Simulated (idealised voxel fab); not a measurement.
The following is a process module called voxel self aligned vias.
Pictured: cross-section cut, 260 nm wide, on a grid of 5 nm square cells.
In this document a cross-section is written as a grid of square cells. It is given as a series of bands, listed from the top down, and a band is one or more rows of cells. Each band's line starts with the height of the band's top and of its bottom, in nm. Then come its materials from left to right, each with its width in nm. One material with "throughout" fills the band from edge to edge. "blank" is empty space. Where do heights start? At 0: under that level the wafer as delivered is made of one material only. And the lowest band has no floor; it just carries on downward, as in "top 0, no bottom". The two numbers in a width such as "30->40" mark its ends across the band: the first belongs to the top row of cells, the second to the bottom row, and from each row to the next the width moves by the same amount. The cross-section has no changed cell in any step marked "same as before". The entry titled "Trapped void list" provides the empty spaces that have no open way to the top, restricted to those of 8 cells or more. Each is presented as width x height at distance, the distance being measured from the left edge, with all three in nm. What comes after the settings on a step's line is commentary from the simulator itself on that step. The setting "overlay nm" may be written on the line of a step. When the step uses a mask, the value reports how far to the right of the planned place the mask lay, and a negative value reports that it lay to the left.
STEPS PLANNED FOR THE PROCESS
1) RECEIVE with material Si
2) CONFORMAL_DEP with material SiO2, thk nm 10
3) CONFORMAL_DEP with material SiCN, thk nm 5
4) DIRECTIONAL_DEP with material lowk, thk nm 30
5) MASKED_ETCH with tone open, mask id LINES, width nm 20, pitch nm 70, etch materials lowk, depth nm 30, overlay nm 0
6) CONFORMAL_DEP with material TiN, thk nm 5
7) FILL_DEP with material Ru, thk nm 5
8) CMP with height nm 45
9) SELECTIVE_ETCH with etch materials W Ru TiN, depth nm 10
10) FILL_DEP with material SiN, thk nm 5
11) CMP with height nm 45
12) DIRECTIONAL_DEP with material lowk, thk nm 15
13) MASKED_ETCH with tone open, mask id VIAS, width nm 50, pitch nm 140, etch materials lowk, depth nm 15, overlay nm 0
14) MASKED_ETCH with tone open, mask id VIAS, width nm 50, pitch nm 140, etch materials SiN, depth nm 10, overlay nm 0
15) CONFORMAL_DEP with material TiN, thk nm 5
16) FILL_DEP with material Ru, thk nm 10
17) CMP with height nm 60
18) CONFORMAL_DEP with material SiCN, thk nm 5
Across this set of wafers, the varied parameter is the width nm of step 5. Starting conditions are identical for every wafer, and the plan reports the value assigned to the first wafer.
FIRST OF SEVERAL WAFERS, RECEIVED AFTER STEP 1, IN CROSS-SECTION
- top 0, no bottom = Si throughout
- Trapped void list: none
WHERE EACH WAFER STANDS AT THE END OF THE MODULE, A ROW APIECE: CELLS OF EACH MATERIAL GAINED (+) OR LOST (-) SINCE IT WAS RECEIVED, THEN CLOSED VOIDS
width nm 20 | +58 Ru | +104 SiCN | +8 SiN | +104 SiO2 | +66 TiN | +336 lowk | Trapped void list: none
width nm 25 | +71 Ru | +104 SiCN | +10 SiN | +104 SiO2 | +69 TiN | +318 lowk | Trapped void list: none
width nm 30 | +84 Ru | +104 SiCN | +12 SiN | +104 SiO2 | +72 TiN | +300 lowk | Trapped void list: none
width nm 35 | +97 Ru | +104 SiCN | +14 SiN | +104 SiO2 | +75 TiN | +282 lowk | Trapped void list: none
width nm 40 | +110 Ru | +104 SiCN | +16 SiN | +104 SiO2 | +78 TiN | +264 lowk | Trapped void list: none
width nm 45 | +123 Ru | +104 SiCN | +18 SiN | +104 SiO2 | +81 TiN | +246 lowk | Trapped void list: none
